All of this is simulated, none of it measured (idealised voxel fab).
process module | voxel gate over fins
cross-section cut | 275 nm wide | cells 5 nm
A cross-section is a grid of square cells, given in bands from the top down. A band is one or more rows of cells.
Each band's line starts with the height of the band's top and of its bottom, in nm. Then come its materials from left to right, each with its width in nm. One material with "throughout" fills the band from edge to edge. "air" is empty space.
Height 0 is the level under which the wafer as received is all one material. The lowest band goes on downwards, as in "0 down".
A width such as "30 to 40" changes by the same amount from each row of cells to the next, from the band's top row to its bottom row.
"no change" after a step means that no cell of the cross-section changed.
closed voids: empty space of 8 cells or more with no open way to the top, each as width x height at its distance from the left edge, in nm
after a step's settings: what the simulator itself notes on the step
overlay nm, on a step with a mask: how far to the right of its planned place the mask lay; to the left if negative
plan
1 op RECEIVE | material Si
2 op CONFORMAL_DEP | material SiN | thk nm 10
3 op MASKED_ETCH | tone cover | mask id FINS | width nm 15 | pitch nm 35 | etch materials SiN | depth nm 10 | overlay nm 0
4 op MASKED_ETCH | tone cover | mask id FINS | width nm 15 | pitch nm 35 | etch materials Si | depth nm 40 | overlay nm 0
5 op FILL_DEP | material SiO2 | thk nm 5
6 op CMP | height nm 10
7 op SELECTIVE_ETCH | etch materials SiO2 | depth nm 20
8 op STRIP | etch materials SiN
9 op CONFORMAL_DEP | material HfO2 | thk nm 5
10 op CONFORMAL_DEP | material TiN | thk nm 5
11 op FILL_DEP | material W | thk nm 10
12 op CMP | height nm 15
13 op CONFORMAL_DEP | material SiCN | thk nm 10
as received, after step 1
  0 down: Si throughout
  closed voids: none
first wafer at the end, as planned
  25 to 15: SiCN throughout
  15 to 10: W throughout
  10 to 5: W 85 | TiN 105 | W 85
  5 to 0: W 85 | TiN 5 | HfO2 25 | TiN 10 | HfO2 25 | TiN 10 | HfO2 25 | TiN 5 | W 85
  0 to -5: TiN 90 | HfO2 5 | Si 15 | HfO2 5 | TiN 10 | HfO2 5 | Si 15 | HfO2 5 | TiN 10 | HfO2 5 | Si 15 | HfO2 5 | TiN 90
  -5 to -10: HfO2 95 | Si 15 | HfO2 20 | Si 15 | HfO2 20 | Si 15 | HfO2 95
  -10 to -40: SiO2 95 | Si 15 | SiO2 20 | Si 15 | SiO2 20 | Si 15 | SiO2 95
  -40 down: Si throughout
  closed voids: none
second wafer at the end: like start, like plan, one mistake
  25 to 15: SiCN throughout
  15 to 10: W 75 | TiN 5 | HfO2 115 | TiN 5 | W 75
  10 to 5: TiN 80 | HfO2 115 | TiN 80
  5 to 0: HfO2 throughout
  0 to -10: HfO2 95 | Si 15 | HfO2 20 | Si 15 | HfO2 20 | Si 15 | HfO2 95
  -10 to -40: SiO2 95 | Si 15 | SiO2 20 | Si 15 | SiO2 20 | Si 15 | SiO2 95
  -40 down: Si throughout
  closed voids: none
what went wrong: step 9 ran as: op CONFORMAL_DEP | material HfO2 | thk nm 15
at the end the second wafer has, in cells: 126 more of HfO2 | 33 fewer of TiN | 93 fewer of W
